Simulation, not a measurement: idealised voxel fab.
This section sets out a process module, namely voxel gate over fins.
This is section cut - it's 250 nm across, gridded in 5 nm square cells.
Throughout this document, each cross-section is represented as a grid of square cells and is presented as a sequence of bands enumerated from the top downward, where a band comprises one or more rows of cells.
Quick guide to a band line: top height, bottom height (nm) up front; then every material left to right with its width in nm. Only one material and it's marked "everywhere"? Then it fills the band edge to edge. And "air" just means empty space.
Height is counted from the level 0, under which the received wafer is composed throughout of one material. The lowest of the bands is not closed at the bottom but continues downward, in the notation "from 0 down".
The width entry "30->40" should be interpreted row by row: the top row of cells in the band takes the first number, the bottom row takes the second number, and the change between adjacent rows is uniform throughout.
When a step is marked "nothing was modified", none of the cells in the cross-section changed during that step.
What "Non-vented voids" gives you is every empty space of 8 cells or more that is cut off from the top. Each appears as width x height at distance, with the distance taken from the left edge and width, height and distance all in nm.
Where a step's line continues beyond its settings, the continuation is a remark by the simulator itself on that step.
If you see "overlay nm" on a step's line and that step has a mask, it's telling you how far right of where it was planned the mask ended up; a negative number means it went left instead.

Intended process steps:
1,RECEIVE with material Si
2,CONFORMAL_DEP with material SiN, thk nm 5
3,PATTERN with tone cover, mask id FINS, material resist, width nm 15, pitch nm 40, thk nm 15, overlay nm 0
4,DIRECTIONAL_ETCH with etch materials SiN, depth nm 5
5,DIRECTIONAL_ETCH with etch materials Si, depth nm 35
6,STRIP with etch materials resist
7,FILL_DEP with material SiO2, thk nm 15
8,CMP with height nm 5
9,SELECTIVE_ETCH with etch materials SiO2, depth nm 15
10,STRIP with etch materials SiN
11,CONFORMAL_DEP with material HfO2, thk nm 5
12,CONFORMAL_DEP with material TiN, thk nm 5
13,CONFORMAL_DEP with material TiAl, thk nm 5
14,CONFORMAL_DEP with material TiN, thk nm 5
15,FILL_DEP with material W, thk nm 10
16,CMP with height nm 25
17,CONFORMAL_DEP with material SiN, thk nm 10

First wafer, two in total, run as planned:

Cross-section of the wafer as it came to us, i.e., already through step 1:
* from 0 down = Si everywhere
* Non-vented voids: none

Upon completion of step 2, the wafer appears in cross-section as shown:
* from 5 to 0 = SiN everywhere
* Lower than 0, everything is as it was.

Upon completion of step 3, the wafer appears in cross-section as shown:
* from 20 to 5 = air (55), then resist (15), then air (25), then resist (15), then air (25), then resist (15), then air (25), then resist (15), then air (60)
* Lower than 5, everything is as it was.

Upon completion of step 4, the wafer appears in cross-section as shown:
* from 20 to 5 = air (55), then resist (15), then air (25), then resist (15), then air (25), then resist (15), then air (25), then resist (15), then air (60)
* from 5 to 0 = air (55), then SiN (15), then air (25), then SiN (15), then air (25), then SiN (15), then air (25), then SiN (15), then air (60)
* Lower than 0, everything is as it was.

Upon completion of step 5, the wafer appears in cross-section as shown:
* from 20 to 5 = air (55), then resist (15), then air (25), then resist (15), then air (25), then resist (15), then air (25), then resist (15), then air (60)
* from 5 to 0 = air (55), then SiN (15), then air (25), then SiN (15), then air (25), then SiN (15), then air (25), then SiN (15), then air (60)
* from 0 to -35 = air (55), then Si (15), then air (25), then Si (15), then air (25), then Si (15), then air (25), then Si (15), then air (60)
* Lower than -35, everything is as it was.

Upon completion of step 6, the wafer appears in cross-section as shown:
* from 5 to 0 = air (55), then SiN (15), then air (25), then SiN (15), then air (25), then SiN (15), then air (25), then SiN (15), then air (60)
* Lower than 0, everything is as it was.

Upon completion of step 7, the wafer appears in cross-section as shown:
* from 20 to 5 = SiO2 everywhere
* from 5 to 0 = SiO2 (55), then SiN (15), then SiO2 (25), then SiN (15), then SiO2 (25), then SiN (15), then SiO2 (25), then SiN (15), then SiO2 (60)
* from 0 to -35 = SiO2 (55), then Si (15), then SiO2 (25), then Si (15), then SiO2 (25), then Si (15), then SiO2 (25), then Si (15), then SiO2 (60)
* Lower than -35, everything is as it was.

Upon completion of step 8, the wafer appears in cross-section as shown:
* from 5 to 0 = SiO2 (55), then SiN (15), then SiO2 (25), then SiN (15), then SiO2 (25), then SiN (15), then SiO2 (25), then SiN (15), then SiO2 (60)
* Lower than 0, everything is as it was.

Upon completion of step 9, the wafer appears in cross-section as shown:
* from 5 to 0 = air (55), then SiN (15), then air (25), then SiN (15), then air (25), then SiN (15), then air (25), then SiN (15), then air (60)
* from 0 to -10 = air (55), then Si (15), then air (25), then Si (15), then air (25), then Si (15), then air (25), then Si (15), then air (60)
* Lower than -10, everything is as it was.

Upon completion of step 10, the wafer appears in cross-section as shown:
* from 0 to -10 = air (55), then Si (15), then air (25), then Si (15), then air (25), then Si (15), then air (25), then Si (15), then air (60)
* Lower than -10, everything is as it was.

Upon completion of step 11, the wafer appears in cross-section as shown:
* from 5 to 0 = air (50), then HfO2 (25), then air (15), then HfO2 (25), then air (15), then HfO2 (25), then air (15), then HfO2 (25), then air (55)
* from 0 to -5 = air (50), then HfO2 (5), then Si (15), then HfO2 (5), then air (15), then HfO2 (5), then Si (15), then HfO2 (5), then air (15), then HfO2 (5), then Si (15), then HfO2 (5), then air (15), then HfO2 (5), then Si (15), then HfO2 (5), then air (55)
* from -5 to -10 = HfO2 (55), then Si (15), then HfO2 (25), then Si (15), then HfO2 (25), then Si (15), then HfO2 (25), then Si (15), then HfO2 (60)
* Lower than -10, everything is as it was.

Upon completion of step 12, the wafer appears in cross-section as shown:
* from 10 to 5 = air (45), then TiN (35), then air (5), then TiN (35), then air (5), then TiN (35), then air (5), then TiN (35), then air (50)
* from 5 to 0 = air (45), then TiN (5), then HfO2 (25), then TiN (5), then air (5), then TiN (5), then HfO2 (25), then TiN (5), then air (5), then TiN (5), then HfO2 (25), then TiN (5), then air (5), then TiN (5), then HfO2 (25), then TiN (5), then air (50)
* from 0 to -5 = TiN (50), then HfO2 (5), then Si (15), then HfO2 (5), then TiN (15), then HfO2 (5), then Si (15), then HfO2 (5), then TiN (15), then HfO2 (5), then Si (15), then HfO2 (5), then TiN (15), then HfO2 (5), then Si (15), then HfO2 (5), then TiN (55)
* Lower than -5, everything is as it was.

Upon completion of step 13, the wafer appears in cross-section as shown:
* from 15 to 10 = air (40), then TiAl (165), then air (45)
* from 10 to 5 = air (40), then TiAl (5), then TiN (35), then TiAl (5), then TiN (35), then TiAl (5), then TiN (35), then TiAl (5), then TiN (35), then TiAl (5), then air (45)
* from 5 to 0 = TiAl (45), then TiN (5), then HfO2 (25), then TiN (5), then TiAl (5), then TiN (5), then HfO2 (25), then TiN (5), then TiAl (5), then TiN (5), then HfO2 (25), then TiN (5), then TiAl (5), then TiN (5), then HfO2 (25), then TiN (5), then TiAl (50)
* Lower than 0, everything is as it was.

Upon completion of step 14, the wafer appears in cross-section as shown:
* from 20 to 15 = air (35), then TiN (175), then air (40)
* from 15 to 10 = air (35), then TiN (5), then TiAl (165), then TiN (5), then air (40)
* from 10 to 5 = TiN (40), then TiAl (5), then TiN (35), then TiAl (5), then TiN (35), then TiAl (5), then TiN (35), then TiAl (5), then TiN (35), then TiAl (5), then TiN (45)
* Lower than 5, everything is as it was.

Upon completion of step 15, the wafer appears in cross-section as shown:
* from 30 to 20 = W everywhere
* from 20 to 15 = W (35), then TiN (175), then W (40)
* from 15 to 10 = W (35), then TiN (5), then TiAl (165), then TiN (5), then W (40)
* Lower than 10, everything is as it was.

Upon completion of step 16, the wafer appears in cross-section as shown:
* from 25 to 20 = W everywhere
* Lower than 20, everything is as it was.

Upon completion of step 17, the wafer appears in cross-section as shown:
* from 35 to 25 = SiN everywhere
* Lower than 25, everything is as it was.

Second wafer: same start and same plan as the first, one execution error; identical to the first through step 2:

Second wafer cross-section, taken as of the time the plan sets for step 3 to be done:
* from 20 to 5 = air (50), then resist (25), then air (15), then resist (25), then air (15), then resist (25), then air (15), then resist (25), then air (55)
* Lower than 5, everything is as it was.

Second wafer cross-section, taken as of the time the plan sets for step 4 to be done:
* from 20 to 5 = air (50), then resist (25), then air (15), then resist (25), then air (15), then resist (25), then air (15), then resist (25), then air (55)
* from 5 to 0 = air (50), then SiN (25), then air (15), then SiN (25), then air (15), then SiN (25), then air (15), then SiN (25), then air (55)
* Lower than 0, everything is as it was.

Second wafer cross-section, taken as of the time the plan sets for step 5 to be done:
* from 20 to 5 = air (50), then resist (25), then air (15), then resist (25), then air (15), then resist (25), then air (15), then resist (25), then air (55)
* from 5 to 0 = air (50), then SiN (25), then air (15), then SiN (25), then air (15), then SiN (25), then air (15), then SiN (25), then air (55)
* from 0 to -35 = air (50), then Si (25), then air (15), then Si (25), then air (15), then Si (25), then air (15), then Si (25), then air (55)
* Lower than -35, everything is as it was.

Second wafer cross-section, taken as of the time the plan sets for step 6 to be done:
* from 5 to 0 = air (50), then SiN (25), then air (15), then SiN (25), then air (15), then SiN (25), then air (15), then SiN (25), then air (55)
* Lower than 0, everything is as it was.

Second wafer cross-section, taken as of the time the plan sets for step 7 to be done:
* from 20 to 5 = SiO2 everywhere
* from 5 to 0 = SiO2 (50), then SiN (25), then SiO2 (15), then SiN (25), then SiO2 (15), then SiN (25), then SiO2 (15), then SiN (25), then SiO2 (55)
* from 0 to -35 = SiO2 (50), then Si (25), then SiO2 (15), then Si (25), then SiO2 (15), then Si (25), then SiO2 (15), then Si (25), then SiO2 (55)
* Lower than -35, everything is as it was.

Second wafer cross-section, taken as of the time the plan sets for step 8 to be done:
* from 5 to 0 = SiO2 (50), then SiN (25), then SiO2 (15), then SiN (25), then SiO2 (15), then SiN (25), then SiO2 (15), then SiN (25), then SiO2 (55)
* Lower than 0, everything is as it was.

Second wafer cross-section, taken as of the time the plan sets for step 9 to be done:
* from 5 to 0 = air (50), then SiN (25), then air (15), then SiN (25), then air (15), then SiN (25), then air (15), then SiN (25), then air (55)
* from 0 to -10 = air (50), then Si (25), then air (15), then Si (25), then air (15), then Si (25), then air (15), then Si (25), then air (55)
* Lower than -10, everything is as it was.

Second wafer cross-section, taken as of the time the plan sets for step 10 to be done:
* from 0 to -10 = air (50), then Si (25), then air (15), then Si (25), then air (15), then Si (25), then air (15), then Si (25), then air (55)
* Lower than -10, everything is as it was.

Second wafer cross-section, taken as of the time the plan sets for step 11 to be done:
* from 5 to 0 = air (45), then HfO2 (35), then air (5), then HfO2 (35), then air (5), then HfO2 (35), then air (5), then HfO2 (35), then air (50)
* from 0 to -5 = air (45), then HfO2 (5), then Si (25), then HfO2 (5), then air (5), then HfO2 (5), then Si (25), then HfO2 (5), then air (5), then HfO2 (5), then Si (25), then HfO2 (5), then air (5), then HfO2 (5), then Si (25), then HfO2 (5), then air (50)
* from -5 to -10 = HfO2 (50), then Si (25), then HfO2 (15), then Si (25), then HfO2 (15), then Si (25), then HfO2 (15), then Si (25), then HfO2 (55)
* Lower than -10, everything is as it was.

Second wafer cross-section, taken as of the time the plan sets for step 12 to be done:
* from 10 to 5 = air (40), then TiN (165), then air (45)
* from 5 to 0 = air (40), then TiN (5), then HfO2 (35), then TiN (5), then HfO2 (35), then TiN (5), then HfO2 (35), then TiN (5), then HfO2 (35), then TiN (5), then air (45)
* from 0 to -5 = TiN (45), then HfO2 (5), then Si (25), then HfO2 (5), then TiN (5), then HfO2 (5), then Si (25), then HfO2 (5), then TiN (5), then HfO2 (5), then Si (25), then HfO2 (5), then TiN (5), then HfO2 (5), then Si (25), then HfO2 (5), then TiN (50)
* Lower than -5, everything is as it was.

Second wafer cross-section, taken as of the time the plan sets for step 13 to be done:
* from 15 to 10 = air (35), then TiAl (175), then air (40)
* from 10 to 5 = air (35), then TiAl (5), then TiN (165), then TiAl (5), then air (40)
* from 5 to 0 = TiAl (40), then TiN (5), then HfO2 (35), then TiN (5), then HfO2 (35), then TiN (5), then HfO2 (35), then TiN (5), then HfO2 (35), then TiN (5), then TiAl (45)
* Lower than 0, everything is as it was.

Second wafer cross-section, taken as of the time the plan sets for step 14 to be done:
* from 20 to 15 = air (30), then TiN (185), then air (35)
* from 15 to 10 = air (30), then TiN (5), then TiAl (175), then TiN (5), then air (35)
* from 10 to 5 = TiN (35), then TiAl (5), then TiN (165), then TiAl (5), then TiN (40)
* Lower than 5, everything is as it was.

Second wafer cross-section, taken as of the time the plan sets for step 15 to be done:
* from 30 to 20 = W everywhere
* from 20 to 15 = W (30), then TiN (185), then W (35)
* from 15 to 10 = W (30), then TiN (5), then TiAl (175), then TiN (5), then W (35)
* Lower than 10, everything is as it was.

Second wafer cross-section, taken as of the time the plan sets for step 16 to be done:
* from 25 to 20 = W everywhere
* Lower than 20, everything is as it was.

Second wafer cross-section, taken as of the time the plan sets for step 17 to be done:
* from 35 to 25 = SiN everywhere
* Lower than 25, everything is as it was.
What was done differently from what was planned? step 3 ran with different settings than intended, the actual operation and settings being PATTERN with tone cover, mask id FINS, material resist, width nm 25, pitch nm 40, thk nm 15, overlay nm 0
It is noted that, at the conclusion of processing, the second wafer exhibits a higher or lower cell count for certain materials relative to the first: +56 Si, -40 SiO2, -6 TiAl, -6 TiN, -4 W
